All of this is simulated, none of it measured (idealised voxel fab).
This is a process module. Its name is voxel wiring stack.
We display cut, a cross-section 140 nm in width whose square cells are each 5 nm.
Cross-section = grid of square cells, listed top down in bands; band = one or more rows.
This entry defines a band. It first specifies the height of the band's top and the height of its bottom in nm, and then specifies the band's materials from left to right, stating each material with its width in nm. The word "edge to edge" identifies a single material that fills the band from edge to edge, while the word "air" identifies empty space.
Basically, 0 is our baseline, since under it the wafer straight out of the box is all one material. The bottom band has no lower end and keeps on going down, so it looks like "0 down".
Width: "30..40" (first number = top row, second number = bottom row, same change from row to row of cells).
Where a step carries "nothing got changed", the cross-section came out of it unchanged, cell for cell.
"Entrapped void list" specifies each empty space that is not open to the top and that occupies no fewer than 8 cells, using the form width x height at distance, the distance measured from the left edge and all three quantities in nm.
Post-settings text on a step line: simulator's own remark regarding the step.
Each step line may optionally specify "overlay nm", which for a step with a mask gives the rightward distance between the mask's planned place and where it lay, a negative value indicating the leftward direction.
Pairs ahead. Before: cross-section ahead of one process step. After: cross-section once the step is done, shown to the lowest changed band only. Under each pair: that step, with settings. Caution: pairs may come from different runs of this module on the same starting wafer; a pair follows the pair above only where its "State before step" entry says so.

### State before step
	80 to 75 | air 25 nm | SiCN 35 nm | air 20 nm | SiCN 35 nm | air 25 nm
	75 to 65 | air 25 nm | SiCN 5 nm | Ru 25 nm | SiCN 5 nm | air 20 nm | SiCN 5 nm | Ru 25 nm | SiCN 5 nm | air 25 nm
	65 to 60 | SiCN 30 nm | TiN 25 nm | SiCN 30 nm | TiN 25 nm | SiCN 30 nm
	60 to 40 | lowk 30 nm | TiN 5 nm | Cu 5 nm | TiN 5 nm | lowk 40 nm | TiN 5 nm | Cu 5 nm | TiN 5 nm | lowk 40 nm
	40 to 35 | SiCN 30 nm | TiN 15 nm | SiCN 40 nm | TiN 15 nm | SiCN 40 nm
	35 to 15 | lowk 25 nm | SiCN 5 nm | W 25 nm | SiCN 5 nm | lowk 20 nm | SiCN 5 nm | W 25 nm | SiCN 5 nm | lowk 25 nm
	15 to 10 | SiCN 30 nm | TiN 25 nm | SiCN 30 nm | TiN 25 nm | SiCN 30 nm
	10 to 0 | SiO2 edge to edge
	0 down | Si edge to edge
	Entrapped void list: none

### Post-Step Section View
	90 to 80 | SiO2 edge to edge
	80 to 75 | SiO2 25 nm | SiCN 35 nm | SiO2 20 nm | SiCN 35 nm | SiO2 25 nm
	75 to 65 | SiO2 25 nm | SiCN 5 nm | Ru 25 nm | SiCN 5 nm | SiO2 20 nm | SiCN 5 nm | Ru 25 nm | SiCN 5 nm | SiO2 25 nm
	For the remainder of the cross-section, below 65, there is no change.
	Entrapped void list: none
Processing between the before and after sections above: op FILL_DEP | material SiO2 | thk nm 10

State before step: look at the pair above, its after cross-section is where this step starts.

### Post-Step Section View
	85 to 80 | SiO2 edge to edge
	For the remainder of the cross-section, below 80, there is no change.
	Entrapped void list: none
Processing between the before and after sections above: op CMP | height nm 85

State before step: look at the pair above, its after cross-section is where this step starts.

### Post-Step Section View
	90 to 85 | SiCN edge to edge
	For the remainder of the cross-section, below 85, there is no change.
	Entrapped void list: none
Processing between the before and after sections above: op CONFORMAL_DEP | material SiCN | thk nm 5

State before step: look at the pair above, its after cross-section is where this step starts.

### Post-Step Section View
	125 to 90 | lowk edge to edge
	For the remainder of the cross-section, below 90, there is no change.
	Entrapped void list: none
Processing between the before and after sections above: op DIRECTIONAL_DEP | material lowk | thk nm 35

State before step: look at the pair above, its after cross-section is where this step starts.

### Post-Step Section View
	135 to 125 | aC edge to edge
	For the remainder of the cross-section, below 125, there is no change.
	Entrapped void list: none
Processing between the before and after sections above: op DIRECTIONAL_DEP | material aC | thk nm 10

State before step: look at the pair above, its after cross-section is where this step starts.

### Post-Step Section View
	160 to 135 | resist 30 nm | air 15 nm | resist 95 nm
	For the remainder of the cross-section, below 135, there is no change.
	Entrapped void list: none
Processing between the before and after sections above: op PATTERN | tone open | mask id METAL_3_HOLES | material resist | width nm 15 | thk nm 25 | overlay nm 0

State before step: look at the pair above, its after cross-section is where this step starts.

### Post-Step Section View
	150 to 135 | resist 30 nm | air 15 nm | resist 95 nm
	135 to 125 | aC 30 nm | air 15 nm | aC 95 nm
	For the remainder of the cross-section, below 125, there is no change.
	Entrapped void list: none
Processing between the before and after sections above: op DIRECTIONAL_ETCH | etch materials aC | depth nm 10

State before step: look at the pair above, its after cross-section is where this step starts.

### Post-Step Section View
	135 to 125 | aC 30 nm | air 15 nm | aC 95 nm
	For the remainder of the cross-section, below 125, there is no change.
	Entrapped void list: none
Processing between the before and after sections above: op STRIP | etch materials resist

State before step: look at the pair above, its after cross-section is where this step starts.

### Post-Step Section View
	135 to 125 | aC 30 nm | air 15 nm | aC 95 nm
	125 to 90 | lowk 30 nm | air 15 nm | lowk 95 nm
	For the remainder of the cross-section, below 90, there is no change.
	Entrapped void list: none
Processing between the before and after sections above: op DIRECTIONAL_ETCH | etch materials lowk | depth nm 35

State before step: look at the pair above, its after cross-section is where this step starts.

### Post-Step Section View
	125 to 90 | lowk 30 nm | air 15 nm | lowk 95 nm
	For the remainder of the cross-section, below 90, there is no change.
	Entrapped void list: none
Processing between the before and after sections above: op STRIP | etch materials aC

State before step: look at the pair above, its after cross-section is where this step starts.

### Post-Step Section View
	140 to 125 | resist 30 nm | air 25 nm | resist 30 nm | air 25 nm | resist 30 nm
	For the remainder of the cross-section, below 125, there is no change.
	Entrapped void list: none
Processing between the before and after sections above: op PATTERN | tone open | mask id METAL_3 | material resist | width nm 25 | pitch nm 55 | thk nm 15 | overlay nm 0

State before step: look at the pair above, its after cross-section is where this step starts.

### Post-Step Section View
	140 to 125 | resist 30 nm | air 25 nm | resist 30 nm | air 25 nm | resist 30 nm
	125 to 105 | lowk 30 nm | air 25 nm | lowk 30 nm | air 25 nm | lowk 30 nm
	For the remainder of the cross-section, below 105, there is no change.
	Entrapped void list: none
Processing between the before and after sections above: op DIRECTIONAL_ETCH | etch materials lowk | depth nm 20

State before step: look at the pair above, its after cross-section is where this step starts.

### Post-Step Section View
	140 to 125 | resist 30 nm | air 25 nm | resist 30 nm | air 25 nm | resist 30 nm
	125 to 105 | lowk 30 nm | air 25 nm | lowk 30 nm | air 25 nm | lowk 30 nm
	105 to 90 | lowk 30 nm | air 15 nm | lowk 95 nm
	90 to 85 | SiCN 30 nm | air 15 nm | SiCN 95 nm
	For the remainder of the cross-section, below 85, there is no change.
	Entrapped void list: none
Processing between the before and after sections above: op DIRECTIONAL_ETCH | etch materials SiCN | depth nm 5

State before step: look at the pair above, its after cross-section is where this step starts.

### Post-Step Section View
	125 to 105 | lowk 30 nm | air 25 nm | lowk 30 nm | air 25 nm | lowk 30 nm
	For the remainder of the cross-section, below 105, there is no change.
	Entrapped void list: none
Processing between the before and after sections above: op STRIP | etch materials resist

State before step: look at the pair above, its after cross-section is where this step starts.

### Post-Step Section View
	130 to 125 | TiN 35 nm | air 15 nm | TiN 40 nm | air 15 nm | TiN 35 nm
	125 to 110 | lowk 30 nm | TiN 5 nm | air 15 nm | TiN 5 nm | lowk 30 nm | TiN 5 nm | air 15 nm | TiN 5 nm | lowk 30 nm
	110 to 105 | lowk 30 nm | TiN 5 nm | air 5 nm | TiN 15 nm | lowk 30 nm | TiN 25 nm | lowk 30 nm
	105 to 90 | lowk 30 nm | TiN 5 nm | air 5 nm | TiN 5 nm | lowk 95 nm
	90 to 85 | SiCN 30 nm | TiN 15 nm | SiCN 95 nm
	For the remainder of the cross-section, below 85, there is no change.
	Entrapped void list: none
Processing between the before and after sections above: op CONFORMAL_DEP | material TiN | thk nm 5

State before step: look at the pair above, its after cross-section is where this step starts.

### Post-Step Section View
	140 to 130 | Cu edge to edge
	130 to 125 | TiN 35 nm | Cu 15 nm | TiN 40 nm | Cu 15 nm | TiN 35 nm
	125 to 110 | lowk 30 nm | TiN 5 nm | Cu 15 nm | TiN 5 nm | lowk 30 nm | TiN 5 nm | Cu 15 nm | TiN 5 nm | lowk 30 nm
	110 to 105 | lowk 30 nm | TiN 5 nm | Cu 5 nm | TiN 15 nm | lowk 30 nm | TiN 25 nm | lowk 30 nm
	105 to 90 | lowk 30 nm | TiN 5 nm | Cu 5 nm | TiN 5 nm | lowk 95 nm
	For the remainder of the cross-section, below 90, there is no change.
	Entrapped void list: none
Processing between the before and after sections above: op FILL_DEP | material Cu | thk nm 10

State before step: look at the pair above, its after cross-section is where this step starts.

### Post-Step Section View
	125 to 110 | lowk 30 nm | TiN 5 nm | Cu 15 nm | TiN 5 nm | lowk 30 nm | TiN 5 nm | Cu 15 nm | TiN 5 nm | lowk 30 nm
	For the remainder of the cross-section, below 110, there is no change.
	Entrapped void list: none
Processing between the before and after sections above: op CMP | height nm 125

State before step: look at the pair above, its after cross-section is where this step starts.

### Post-Step Section View
	130 to 125 | SiCN edge to edge
	For the remainder of the cross-section, below 125, there is no change.
	Entrapped void list: none
Processing between the before and after sections above: op CONFORMAL_DEP | material SiCN | thk nm 5

### State before step
	85 to 65 | Ru edge to edge
	65 to 60 | TiN edge to edge
	60 to 40 | lowk 30 nm | TiN 5 nm | Cu 5 nm | TiN 5 nm | lowk 40 nm | TiN 5 nm | Cu 5 nm | TiN 5 nm | lowk 40 nm
	40 to 35 | SiCN 30 nm | TiN 15 nm | SiCN 40 nm | TiN 15 nm | SiCN 40 nm
	35 to 15 | lowk 25 nm | SiCN 5 nm | W 25 nm | SiCN 5 nm | lowk 20 nm | SiCN 5 nm | W 25 nm | SiCN 5 nm | lowk 25 nm
	15 to 10 | SiCN 30 nm | TiN 25 nm | SiCN 30 nm | TiN 25 nm | SiCN 30 nm
	10 to 0 | SiO2 edge to edge
	0 down | Si edge to edge
	Entrapped void list: none

### Post-Step Section View
	105 to 85 | air 35 nm | resist 20 nm | air 35 nm | resist 20 nm | air 30 nm
	For the remainder of the cross-section, below 85, there is no change.
	Entrapped void list: none
Processing between the before and after sections above: op PATTERN | tone cover | mask id METAL_2 | material resist | width nm 20 | pitch nm 55 | thk nm 20 | overlay nm 0

State before step: look at the pair above, its after cross-section is where this step starts.

### Post-Step Section View
	105 to 85 | air 35 nm | resist 20 nm | air 35 nm | resist 20 nm | air 30 nm
	85 to 65 | air 35 nm | Ru 20 nm | air 35 nm | Ru 20 nm | air 30 nm
	For the remainder of the cross-section, below 65, there is no change.
	Entrapped void list: none
Processing between the before and after sections above: op DIRECTIONAL_ETCH | etch materials Ru | depth nm 20

State before step: look at the pair above, its after cross-section is where this step starts.

### Post-Step Section View
	105 to 85 | air 35 nm | resist 20 nm | air 35 nm | resist 20 nm | air 30 nm
	85 to 65 | air 35 nm | Ru 20 nm | air 35 nm | Ru 20 nm | air 30 nm
	65 to 60 | air 35 nm | TiN 20 nm | air 35 nm | TiN 20 nm | air 30 nm
	For the remainder of the cross-section, below 60, there is no change.
	Entrapped void list: none
Processing between the before and after sections above: op DIRECTIONAL_ETCH | etch materials TiN | depth nm 5

State before step: look at the pair above, its after cross-section is where this step starts.

### Post-Step Section View
	85 to 65 | air 35 nm | Ru 20 nm | air 35 nm | Ru 20 nm | air 30 nm
	For the remainder of the cross-section, below 65, there is no change.
	Entrapped void list: none
Processing between the before and after sections above: op STRIP | etch materials resist

State before step: look at the pair above, its after cross-section is where this step starts.

### Post-Step Section View
	90 to 85 | air 30 nm | SiCN 30 nm | air 25 nm | SiCN 30 nm | air 25 nm
	85 to 65 | air 30 nm | SiCN 5 nm | Ru 20 nm | SiCN 5 nm | air 25 nm | SiCN 5 nm | Ru 20 nm | SiCN 5 nm | air 25 nm
	65 to 60 | SiCN 35 nm | TiN 20 nm | SiCN 35 nm | TiN 20 nm | SiCN 30 nm
	For the remainder of the cross-section, below 60, there is no change.
	Entrapped void list: none
Processing between the before and after sections above: op CONFORMAL_DEP | material SiCN | thk nm 5

State before step: look at the pair above, its after cross-section is where this step starts.

### Post-Step Section View
	100 to 90 | SiO2 edge to edge
	90 to 85 | SiO2 30 nm | SiCN 30 nm | SiO2 25 nm | SiCN 30 nm | SiO2 25 nm
	85 to 65 | SiO2 30 nm | SiCN 5 nm | Ru 20 nm | SiCN 5 nm | SiO2 25 nm | SiCN 5 nm | Ru 20 nm | SiCN 5 nm | SiO2 25 nm
	For the remainder of the cross-section, below 65, there is no change.
	Entrapped void list: none
Processing between the before and after sections above: op FILL_DEP | material SiO2 | thk nm 10

State before step: look at the pair above, its after cross-section is where this step starts.

### Post-Step Section View
	85 to 65 | SiO2 30 nm | SiCN 5 nm | Ru 20 nm | SiCN 5 nm | SiO2 25 nm | SiCN 5 nm | Ru 20 nm | SiCN 5 nm | SiO2 25 nm
	For the remainder of the cross-section, below 65, there is no change.
	Entrapped void list: none
Processing between the before and after sections above: op CMP | height nm 85

State before step: look at the pair above, its after cross-section is where this step starts.

### Post-Step Section View
	90 to 85 | SiCN edge to edge
	For the remainder of the cross-section, below 85, there is no change.
	Entrapped void list: none
Processing between the before and after sections above: op CONFORMAL_DEP | material SiCN | thk nm 5

State before step: look at the pair above, its after cross-section is where this step starts.

### Post-Step Section View
	125 to 90 | lowk edge to edge
	For the remainder of the cross-section, below 90, there is no change.
	Entrapped void list: none
Processing between the before and after sections above: op DIRECTIONAL_DEP | material lowk | thk nm 35

State before step: look at the pair above, its after cross-section is where this step starts.

### Post-Step Section View
	135 to 125 | aC edge to edge
	For the remainder of the cross-section, below 125, there is no change.
	Entrapped void list: none
Processing between the before and after sections above: op DIRECTIONAL_DEP | material aC | thk nm 10

State before step: look at the pair above, its after cross-section is where this step starts.

### Post-Step Section View
	160 to 135 | resist 30 nm | air 15 nm | resist 95 nm
	For the remainder of the cross-section, below 135, there is no change.
	Entrapped void list: none
Processing between the before and after sections above: op PATTERN | tone open | mask id METAL_3_HOLES | material resist | width nm 15 | thk nm 25 | overlay nm 0

State before step: look at the pair above, its after cross-section is where this step starts.

### Post-Step Section View
	150 to 135 | resist 30 nm | air 15 nm | resist 95 nm
	135 to 125 | aC 30 nm | air 15 nm | aC 95 nm
	For the remainder of the cross-section, below 125, there is no change.
	Entrapped void list: none
Processing between the before and after sections above: op DIRECTIONAL_ETCH | etch materials aC | depth nm 10

State before step: look at the pair above, its after cross-section is where this step starts.

### Post-Step Section View
	135 to 125 | aC 30 nm | air 15 nm | aC 95 nm
	For the remainder of the cross-section, below 125, there is no change.
	Entrapped void list: none
Processing between the before and after sections above: op STRIP | etch materials resist

State before step: look at the pair above, its after cross-section is where this step starts.

### Post-Step Section View
	135 to 125 | aC 30 nm | air 15 nm | aC 95 nm
	125 to 90 | lowk 30 nm | air 15 nm | lowk 95 nm
	For the remainder of the cross-section, below 90, there is no change.
	Entrapped void list: none
Processing between the before and after sections above: op DIRECTIONAL_ETCH | etch materials lowk | depth nm 35

State before step: look at the pair above, its after cross-section is where this step starts.

### Post-Step Section View
	125 to 90 | lowk 30 nm | air 15 nm | lowk 95 nm
	For the remainder of the cross-section, below 90, there is no change.
	Entrapped void list: none
Processing between the before and after sections above: op STRIP | etch materials aC

State before step: look at the pair above, its after cross-section is where this step starts.

### Post-Step Section View
	140 to 125 | resist 30 nm | air 25 nm | resist 30 nm | air 25 nm | resist 30 nm
	For the remainder of the cross-section, below 125, there is no change.
	Entrapped void list: none
Processing between the before and after sections above: op PATTERN | tone open | mask id METAL_3 | material resist | width nm 25 | pitch nm 55 | thk nm 15 | overlay nm 0

State before step: look at the pair above, its after cross-section is where this step starts.

### Post-Step Section View
	140 to 125 | resist 30 nm | air 25 nm | resist 30 nm | air 25 nm | resist 30 nm
	125 to 105 | lowk 30 nm | air 25 nm | lowk 30 nm | air 25 nm | lowk 30 nm
	For the remainder of the cross-section, below 105, there is no change.
	Entrapped void list: none
Processing between the before and after sections above: op DIRECTIONAL_ETCH | etch materials lowk | depth nm 20

State before step: look at the pair above, its after cross-section is where this step starts.

### Post-Step Section View
	140 to 125 | resist 30 nm | air 25 nm | resist 30 nm | air 25 nm | resist 30 nm
	125 to 105 | lowk 30 nm | air 25 nm | lowk 30 nm | air 25 nm | lowk 30 nm
	105 to 90 | lowk 30 nm | air 15 nm | lowk 95 nm
	90 to 85 | SiCN 30 nm | air 15 nm | SiCN 95 nm
	For the remainder of the cross-section, below 85, there is no change.
	Entrapped void list: none
Processing between the before and after sections above: op DIRECTIONAL_ETCH | etch materials SiCN | depth nm 5

State before step: look at the pair above, its after cross-section is where this step starts.

### Post-Step Section View
	125 to 105 | lowk 30 nm | air 25 nm | lowk 30 nm | air 25 nm | lowk 30 nm
	For the remainder of the cross-section, below 105, there is no change.
	Entrapped void list: none
Processing between the before and after sections above: op STRIP | etch materials resist

State before step: look at the pair above, its after cross-section is where this step starts.

### Post-Step Section View
	130 to 125 | TiN 35 nm | air 15 nm | TiN 40 nm | air 15 nm | TiN 35 nm
	125 to 110 | lowk 30 nm | TiN 5 nm | air 15 nm | TiN 5 nm | lowk 30 nm | TiN 5 nm | air 15 nm | TiN 5 nm | lowk 30 nm
	110 to 105 | lowk 30 nm | TiN 5 nm | air 5 nm | TiN 15 nm | lowk 30 nm | TiN 25 nm | lowk 30 nm
	105 to 90 | lowk 30 nm | TiN 5 nm | air 5 nm | TiN 5 nm | lowk 95 nm
	90 to 85 | SiCN 30 nm | TiN 15 nm | SiCN 95 nm
	For the remainder of the cross-section, below 85, there is no change.
	Entrapped void list: none
Processing between the before and after sections above: op CONFORMAL_DEP | material TiN | thk nm 5

State before step: look at the pair above, its after cross-section is where this step starts.

### Post-Step Section View
	140 to 130 | Cu edge to edge
	130 to 125 | TiN 35 nm | Cu 15 nm | TiN 40 nm | Cu 15 nm | TiN 35 nm
	125 to 110 | lowk 30 nm | TiN 5 nm | Cu 15 nm | TiN 5 nm | lowk 30 nm | TiN 5 nm | Cu 15 nm | TiN 5 nm | lowk 30 nm
	110 to 105 | lowk 30 nm | TiN 5 nm | Cu 5 nm | TiN 15 nm | lowk 30 nm | TiN 25 nm | lowk 30 nm
	105 to 90 | lowk 30 nm | TiN 5 nm | Cu 5 nm | TiN 5 nm | lowk 95 nm
	For the remainder of the cross-section, below 90, there is no change.
	Entrapped void list: none
Processing between the before and after sections above: op FILL_DEP | material Cu | thk nm 10

State before step: look at the pair above, its after cross-section is where this step starts.

### Post-Step Section View
	125 to 110 | lowk 30 nm | TiN 5 nm | Cu 15 nm | TiN 5 nm | lowk 30 nm | TiN 5 nm | Cu 15 nm | TiN 5 nm | lowk 30 nm
	For the remainder of the cross-section, below 110, there is no change.
	Entrapped void list: none
Processing between the before and after sections above: op CMP | height nm 125

State before step: look at the pair above, its after cross-section is where this step starts.

### Post-Step Section View
	130 to 125 | SiCN edge to edge
	For the remainder of the cross-section, below 125, there is no change.
	Entrapped void list: none
Processing between the before and after sections above: op CONFORMAL_DEP | material SiCN | thk nm 5

### State before step
	85 to 65 | Ru edge to edge
	65 to 60 | TiN edge to edge
	60 to 40 | lowk 30 nm | TiN 5 nm | Cu 5 nm | TiN 5 nm | lowk 40 nm | TiN 5 nm | Cu 5 nm | TiN 5 nm | lowk 40 nm
	40 to 35 | SiCN 30 nm | TiN 15 nm | SiCN 40 nm | TiN 15 nm | SiCN 40 nm
	35 to 15 | lowk 25 nm | SiCN 5 nm | W 25 nm | SiCN 5 nm | lowk 20 nm | SiCN 5 nm | W 25 nm | SiCN 5 nm | lowk 25 nm
	15 to 10 | SiCN 30 nm | TiN 25 nm | SiCN 30 nm | TiN 25 nm | SiCN 30 nm
	10 to 0 | SiO2 edge to edge
	0 down | Si edge to edge
	Entrapped void list: none

### Post-Step Section View
	105 to 85 | air 25 nm | resist 25 nm | air 30 nm | resist 25 nm | air 35 nm
	For the remainder of the cross-section, below 85, there is no change.
	Entrapped void list: none
Processing between the before and after sections above: op PATTERN | tone cover | mask id METAL_2 | material resist | width nm 25 | pitch nm 55 | thk nm 20 | overlay nm -5

State before step: look at the pair above, its after cross-section is where this step starts.

### Post-Step Section View
	105 to 85 | air 25 nm | resist 25 nm | air 30 nm | resist 25 nm | air 35 nm
	85 to 65 | air 25 nm | Ru 25 nm | air 30 nm | Ru 25 nm | air 35 nm
	For the remainder of the cross-section, below 65, there is no change.
	Entrapped void list: none
Processing between the before and after sections above: op DIRECTIONAL_ETCH | etch materials Ru | depth nm 20

State before step: look at the pair above, its after cross-section is where this step starts.

### Post-Step Section View
	105 to 85 | air 25 nm | resist 25 nm | air 30 nm | resist 25 nm | air 35 nm
	85 to 65 | air 25 nm | Ru 25 nm | air 30 nm | Ru 25 nm | air 35 nm
	65 to 60 | air 25 nm | TiN 25 nm | air 30 nm | TiN 25 nm | air 35 nm
	For the remainder of the cross-section, below 60, there is no change.
	Entrapped void list: none
Processing between the before and after sections above: op DIRECTIONAL_ETCH | etch materials TiN | depth nm 5

State before step: look at the pair above, its after cross-section is where this step starts.

### Post-Step Section View
	85 to 65 | air 25 nm | Ru 25 nm | air 30 nm | Ru 25 nm | air 35 nm
	For the remainder of the cross-section, below 65, there is no change.
	Entrapped void list: none
Processing between the before and after sections above: op STRIP | etch materials resist

State before step: look at the pair above, its after cross-section is where this step starts.

### Post-Step Section View
	90 to 85 | air 20 nm | SiCN 35 nm | air 20 nm | SiCN 35 nm | air 30 nm
	85 to 65 | air 20 nm | SiCN 5 nm | Ru 25 nm | SiCN 5 nm | air 20 nm | SiCN 5 nm | Ru 25 nm | SiCN 5 nm | air 30 nm
	65 to 60 | SiCN 25 nm | TiN 25 nm | SiCN 30 nm | TiN 25 nm | SiCN 35 nm
	For the remainder of the cross-section, below 60, there is no change.
	Entrapped void list: none
Processing between the before and after sections above: op CONFORMAL_DEP | material SiCN | thk nm 5

State before step: look at the pair above, its after cross-section is where this step starts.

### Post-Step Section View
	100 to 90 | SiO2 edge to edge
	90 to 85 | SiO2 20 nm | SiCN 35 nm | SiO2 20 nm | SiCN 35 nm | SiO2 30 nm
	85 to 65 | SiO2 20 nm | SiCN 5 nm | Ru 25 nm | SiCN 5 nm | SiO2 20 nm | SiCN 5 nm | Ru 25 nm | SiCN 5 nm | SiO2 30 nm
	For the remainder of the cross-section, below 65, there is no change.
	Entrapped void list: none
Processing between the before and after sections above: op FILL_DEP | material SiO2 | thk nm 10

State before step: look at the pair above, its after cross-section is where this step starts.

### Post-Step Section View
	85 to 65 | SiO2 20 nm | SiCN 5 nm | Ru 25 nm | SiCN 5 nm | SiO2 20 nm | SiCN 5 nm | Ru 25 nm | SiCN 5 nm | SiO2 30 nm
	For the remainder of the cross-section, below 65, there is no change.
	Entrapped void list: none
Processing between the before and after sections above: op CMP | height nm 85

State before step: look at the pair above, its after cross-section is where this step starts.

### Post-Step Section View
	90 to 85 | SiCN edge to edge
	For the remainder of the cross-section, below 85, there is no change.
	Entrapped void list: none
Processing between the before and after sections above: op CONFORMAL_DEP | material SiCN | thk nm 5

State before step: look at the pair above, its after cross-section is where this step starts.

### Post-Step Section View
	125 to 90 | lowk edge to edge
	For the remainder of the cross-section, below 90, there is no change.
	Entrapped void list: none
Processing between the before and after sections above: op DIRECTIONAL_DEP | material lowk | thk nm 35

State before step: look at the pair above, its after cross-section is where this step starts.

### Post-Step Section View
	135 to 125 | aC edge to edge
	For the remainder of the cross-section, below 125, there is no change.
	Entrapped void list: none
Processing between the before and after sections above: op DIRECTIONAL_DEP | material aC | thk nm 10

State before step: look at the pair above, its after cross-section is where this step starts.

### Post-Step Section View
	160 to 135 | resist 30 nm | air 15 nm | resist 95 nm
	For the remainder of the cross-section, below 135, there is no change.
	Entrapped void list: none
Processing between the before and after sections above: op PATTERN | tone open | mask id METAL_3_HOLES | material resist | width nm 15 | thk nm 25 | overlay nm 0

State before step: look at the pair above, its after cross-section is where this step starts.

### Post-Step Section View
	150 to 135 | resist 30 nm | air 15 nm | resist 95 nm
	135 to 125 | aC 30 nm | air 15 nm | aC 95 nm
	For the remainder of the cross-section, below 125, there is no change.
	Entrapped void list: none
Processing between the before and after sections above: op DIRECTIONAL_ETCH | etch materials aC | depth nm 10

State before step: look at the pair above, its after cross-section is where this step starts.

### Post-Step Section View
	135 to 125 | aC 30 nm | air 15 nm | aC 95 nm
	For the remainder of the cross-section, below 125, there is no change.
	Entrapped void list: none
Processing between the before and after sections above: op STRIP | etch materials resist

State before step: look at the pair above, its after cross-section is where this step starts.

### Post-Step Section View
	135 to 125 | aC 30 nm | air 15 nm | aC 95 nm
	125 to 90 | lowk 30 nm | air 15 nm | lowk 95 nm
	For the remainder of the cross-section, below 90, there is no change.
	Entrapped void list: none
Processing between the before and after sections above: op DIRECTIONAL_ETCH | etch materials lowk | depth nm 35

State before step: look at the pair above, its after cross-section is where this step starts.

### Post-Step Section View
	125 to 90 | lowk 30 nm | air 15 nm | lowk 95 nm
	For the remainder of the cross-section, below 90, there is no change.
	Entrapped void list: none
Processing between the before and after sections above: op STRIP | etch materials aC

State before step: look at the pair above, its after cross-section is where this step starts.

### Post-Step Section View
	140 to 125 | resist 30 nm | air 25 nm | resist 30 nm | air 25 nm | resist 30 nm
	For the remainder of the cross-section, below 125, there is no change.
	Entrapped void list: none
Processing between the before and after sections above: op PATTERN | tone open | mask id METAL_3 | material resist | width nm 25 | pitch nm 55 | thk nm 15 | overlay nm 0

State before step: look at the pair above, its after cross-section is where this step starts.

### Post-Step Section View
	140 to 125 | resist 30 nm | air 25 nm | resist 30 nm | air 25 nm | resist 30 nm
	125 to 105 | lowk 30 nm | air 25 nm | lowk 30 nm | air 25 nm | lowk 30 nm
	For the remainder of the cross-section, below 105, there is no change.
	Entrapped void list: none
Processing between the before and after sections above: op DIRECTIONAL_ETCH | etch materials lowk | depth nm 20

State before step: look at the pair above, its after cross-section is where this step starts.

### Post-Step Section View
	140 to 125 | resist 30 nm | air 25 nm | resist 30 nm | air 25 nm | resist 30 nm
	125 to 105 | lowk 30 nm | air 25 nm | lowk 30 nm | air 25 nm | lowk 30 nm
	105 to 90 | lowk 30 nm | air 15 nm | lowk 95 nm
	90 to 85 | SiCN 30 nm | air 15 nm | SiCN 95 nm
	For the remainder of the cross-section, below 85, there is no change.
	Entrapped void list: none
Processing between the before and after sections above: op DIRECTIONAL_ETCH | etch materials SiCN | depth nm 5

State before step: look at the pair above, its after cross-section is where this step starts.

### Post-Step Section View
	125 to 105 | lowk 30 nm | air 25 nm | lowk 30 nm | air 25 nm | lowk 30 nm
	For the remainder of the cross-section, below 105, there is no change.
	Entrapped void list: none
Processing between the before and after sections above: op STRIP | etch materials resist

State before step: look at the pair above, its after cross-section is where this step starts.

### Post-Step Section View
	130 to 125 | TiN 35 nm | air 15 nm | TiN 40 nm | air 15 nm | TiN 35 nm
	125 to 110 | lowk 30 nm | TiN 5 nm | air 15 nm | TiN 5 nm | lowk 30 nm | TiN 5 nm | air 15 nm | TiN 5 nm | lowk 30 nm
	110 to 105 | lowk 30 nm | TiN 5 nm | air 5 nm | TiN 15 nm | lowk 30 nm | TiN 25 nm | lowk 30 nm
	105 to 90 | lowk 30 nm | TiN 5 nm | air 5 nm | TiN 5 nm | lowk 95 nm
	90 to 85 | SiCN 30 nm | TiN 15 nm | SiCN 95 nm
	For the remainder of the cross-section, below 85, there is no change.
	Entrapped void list: none
Processing between the before and after sections above: op CONFORMAL_DEP | material TiN | thk nm 5

State before step: look at the pair above, its after cross-section is where this step starts.

### Post-Step Section View
	140 to 130 | Cu edge to edge
	130 to 125 | TiN 35 nm | Cu 15 nm | TiN 40 nm | Cu 15 nm | TiN 35 nm
	125 to 110 | lowk 30 nm | TiN 5 nm | Cu 15 nm | TiN 5 nm | lowk 30 nm | TiN 5 nm | Cu 15 nm | TiN 5 nm | lowk 30 nm
	110 to 105 | lowk 30 nm | TiN 5 nm | Cu 5 nm | TiN 15 nm | lowk 30 nm | TiN 25 nm | lowk 30 nm
	105 to 90 | lowk 30 nm | TiN 5 nm | Cu 5 nm | TiN 5 nm | lowk 95 nm
	For the remainder of the cross-section, below 90, there is no change.
	Entrapped void list: none
Processing between the before and after sections above: op FILL_DEP | material Cu | thk nm 10

State before step: look at the pair above, its after cross-section is where this step starts.

### Post-Step Section View
	125 to 110 | lowk 30 nm | TiN 5 nm | Cu 15 nm | TiN 5 nm | lowk 30 nm | TiN 5 nm | Cu 15 nm | TiN 5 nm | lowk 30 nm
	For the remainder of the cross-section, below 110, there is no change.
	Entrapped void list: none
Processing between the before and after sections above: op CMP | height nm 125

State before step: look at the pair above, its after cross-section is where this step starts.

### Post-Step Section View
	130 to 125 | SiCN edge to edge
	For the remainder of the cross-section, below 125, there is no change.
	Entrapped void list: none
Processing between the before and after sections above: op CONFORMAL_DEP | material SiCN | thk nm 5

### State before step
	60 to 40 | lowk 30 nm | air 15 nm | lowk 40 nm | air 15 nm | lowk 40 nm
	40 to 35 | SiCN 30 nm | air 15 nm | SiCN 40 nm | air 15 nm | SiCN 40 nm
	35 to 15 | lowk 25 nm | SiCN 5 nm | W 25 nm | SiCN 5 nm | lowk 20 nm | SiCN 5 nm | W 25 nm | SiCN 5 nm | lowk 25 nm
	15 to 10 | SiCN 30 nm | TiN 25 nm | SiCN 30 nm | TiN 25 nm | SiCN 30 nm
	10 to 0 | SiO2 edge to edge
	0 down | Si edge to edge
	Entrapped void list: none

### Post-Step Section View
	65 to 60 | SiCN 35 nm | air 5 nm | SiCN 50 nm | air 5 nm | SiCN 45 nm
	60 to 40 | lowk 30 nm | SiCN 5 nm | air 5 nm | SiCN 5 nm | lowk 40 nm | SiCN 5 nm | air 5 nm | SiCN 5 nm | lowk 40 nm
	40 to 35 | SiCN edge to edge
	For the remainder of the cross-section, below 35, there is no change.
	Entrapped void list: none
Processing between the before and after sections above: op CONFORMAL_DEP | material SiCN | thk nm 5

State before step: look at the pair above, its after cross-section is where this step starts.

### Post-Step Section View
	70 to 65 | Cu edge to edge
	65 to 60 | SiCN 35 nm | Cu 5 nm | SiCN 50 nm | Cu 5 nm | SiCN 45 nm
	60 to 40 | lowk 30 nm | SiCN 5 nm | Cu 5 nm | SiCN 5 nm | lowk 40 nm | SiCN 5 nm | Cu 5 nm | SiCN 5 nm | lowk 40 nm
	For the remainder of the cross-section, below 40, there is no change.
	Entrapped void list: none
Processing between the before and after sections above: op FILL_DEP | material Cu | thk nm 5
